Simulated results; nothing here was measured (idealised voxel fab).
Process module heading - voxel spacer lines
This is section cut - it's 155 nm across, gridded in 5 nm square cells.
A cross-section is written here as square cells arranged in a grid, and it is given in bands from the top down, each band taking up one or more rows of cells. What a band's entry tells you: where the top is and where the bottom is, as heights in nm, and after that what lies inside, material by material from left to right, each with its width in nm. Empty space is written as the word "air", and a single material marked with the word "everywhere" occupies the band from edge to edge. The level at which height equals 0 is the one under which the wafer, as it arrives, is entirely one material. No lower edge exists for the bottom band, which continues downward and is notated as in "0 and below". When a width is written as two numbers, as in "30..40", the first number is the width in the top row of cells of the band and the second is the width in its bottom row, and the width changes by the same amount from each row to the next. "no change occurred" (step): cross-section cells unchanged, all of them. For the entry "Trapped cavities", the listed items are empty spaces with no open way to the top whose size is 8 cells or more; each item follows the pattern width x height at distance, where distance is from the left edge and all three are in nm. What comes after the settings on a step's line is commentary from the simulator itself on that step. overlay nm: step with mask; distance mask lay right of planned place; negative value = left of planned place.

THE FOLLOWING LIST GIVES THE PLANNED PROCESS STEPS
1: op RECEIVE | material Si
2: op CONFORMAL_DEP | material Al2O3 | thk nm 10
3: op DIRECTIONAL_DEP | material SiN | thk nm 20
4: op DIRECTIONAL_DEP | material aC | thk nm 25
5: op PATTERN | tone cover | mask id MANDREL | material resist | width nm 20 | pitch nm 60 | thk nm 30 | overlay nm 0
6: op DIRECTIONAL_ETCH | etch materials aC | depth nm 25
7: op STRIP | etch materials resist
8: op CONFORMAL_DEP | material SiO2 | thk nm 10
9: op DIRECTIONAL_ETCH | etch materials SiO2 | depth nm 10
10: op STRIP | etch materials aC
11: op DIRECTIONAL_ETCH | etch materials SiN | depth nm 20
12: op STRIP | etch materials SiO2

THIS IS THE CROSS-SECTION OF THE WAFER AS WE RECEIVED IT, I.E. AFTER STEP 1
  0 and below = Si everywhere
  Trapped cavities: none

THE FIRST OF THE TWO WAFERS AS SEEN IN CROSS-SECTION ONCE THE MODULE WAS FINISHED; PROCESSING FOLLOWED THE PLAN
  30 down to 10 = 25 of air; 10 of SiN; 20 of air; 10 of SiN; 20 of air; 10 of SiN; 20 of air; 10 of SiN; 30 of air
  10 down to 0 = Al2O3 everywhere
  0 and below = Si everywhere
  Trapped cavities: none

END OF MODULE, SECOND WAFER, CROSS-SECTION. STARTED LIKE THE FIRST, PLANNED LIKE THE FIRST, RUN WITH ONE MISTAKE
  50 down to 30 = 25 of air; 10 of SiN; 20 of air; 10 of SiN; 20 of air; 10 of SiN; 20 of air; 10 of SiN; 30 of air
  30 down to 10 = SiN everywhere
  10 down to 0 = Al2O3 everywhere
  0 and below = Si everywhere
  Trapped cavities: none
Which mistake was made when the wafer was run? plan step 3 was twice executed
Heads up, by the end the second wafer has more or fewer cells of some materials compared to the first: 124 more of SiN
